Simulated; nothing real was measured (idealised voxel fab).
Name of the process module below: voxel self aligned contacts
Cross-section cut spans 265 nm and uses square cells 5 nm in size.
Cross-section = grid of square cells, listed top down in bands; band = one or more rows.
Quick guide to a band line: top height, bottom height (nm) up front; then every material left to right with its width in nm. Only one material and it's marked "throughout"? Then it fills the band edge to edge. And "empty" just means empty space.
Ref level 0: as-received wafer is one material below here. Bottom band extends down with no lower bound ("0 and below").
Width spec "30 to 40" -> top row of cells at first value, bottom row at second value, equal per-row change in between.
"remains unaltered" means the step left every cell of the cross-section as it was.
"Enclosed internal cavities" - sealed voids, min. 8 cells, no opening to top; format: width x height at distance (distance from left edge; nm throughout).
On each step's line, the part that comes after the settings is the simulator's own comment on the step.
When a step includes a mask, the "overlay nm" setting on its line states how far to the right of its planned place that mask lay, and negative values state how far to the left.

Steps in the process plan:
| 1 | RECEIVE, material Si |
| 2 | CONFORMAL_DEP, material SiO2, thk nm 5 |
| 3 | DIRECTIONAL_DEP, material polySi, thk nm 30 |
| 4 | DIRECTIONAL_DEP, material SiN, thk nm 15 |
| 5 | DIRECTIONAL_DEP, material aC, thk nm 15 |
| 6 | PATTERN, tone cover, mask id GATE, material resist, width nm 25, pitch nm 50, thk nm 30, overlay nm 0 |
| 7 | DIRECTIONAL_ETCH, etch materials aC, depth nm 15 |
| 8 | STRIP, etch materials resist |
| 9 | DIRECTIONAL_ETCH, etch materials SiN, depth nm 15 |
| 10 | DIRECTIONAL_ETCH, etch materials polySi, depth nm 30 |
| 11 | STRIP, etch materials aC |
| 12 | CONFORMAL_DEP, material SiN, thk nm 5 |
| 13 | DIRECTIONAL_ETCH, etch materials SiN, depth nm 5 |
| 14 | FILL_DEP, material SiO2, thk nm 15 |
| 15 | CMP, height nm 55 |
| 16 | DIRECTIONAL_DEP, material aC, thk nm 10 |
| 17 | PATTERN, tone open, mask id CONTACT, material resist, width nm 35, thk nm 30, overlay nm 0 |
| 18 | DIRECTIONAL_ETCH, etch materials aC, depth nm 10 |
| 19 | STRIP, etch materials resist |
| 20 | DIRECTIONAL_ETCH, etch materials SiO2, depth nm 55 |
| 21 | STRIP, etch materials aC |
| 22 | CONFORMAL_DEP, material TiN, thk nm 5 |
| 23 | FILL_DEP, material W, thk nm 5 |
| 24 | CMP, height nm 55 |
| 25 | CONFORMAL_DEP, material SiN, thk nm 5 |

Incoming wafer in cross-section (state: after step 1):
    0 and below: Si throughout
    Enclosed internal cavities: none

Below is the wafer in cross-section after the module was completed. It began from the starting point shown above and followed the plan shown above, except that one mistake was made while running it:
    60 down to 55: SiN throughout
    55 down to 50: W: 85, then TiN: 30, then SiO2: 35, then TiN: 30, then W: 85
    50 down to 35: W: 85, then TiN: 5, then SiN: 35, then SiO2: 15, then SiN: 35, then TiN: 5, then W: 85
    35 down to 5: W: 85, then TiN: 5, then SiN: 5, then polySi: 25, then SiN: 5, then SiO2: 15, then SiN: 5, then polySi: 25, then SiN: 5, then TiN: 5, then W: 85
    5 down to 0: TiN: 90, then SiO2: 85, then TiN: 90
    0 and below: Si throughout
    Enclosed internal cavities: none
Nonconformance to the process plan: step 17 ran with different settings than intended, the actual operation and settings being PATTERN, tone cover, mask id CONTACT, material resist, width nm 35, thk nm 30, overlay nm 0
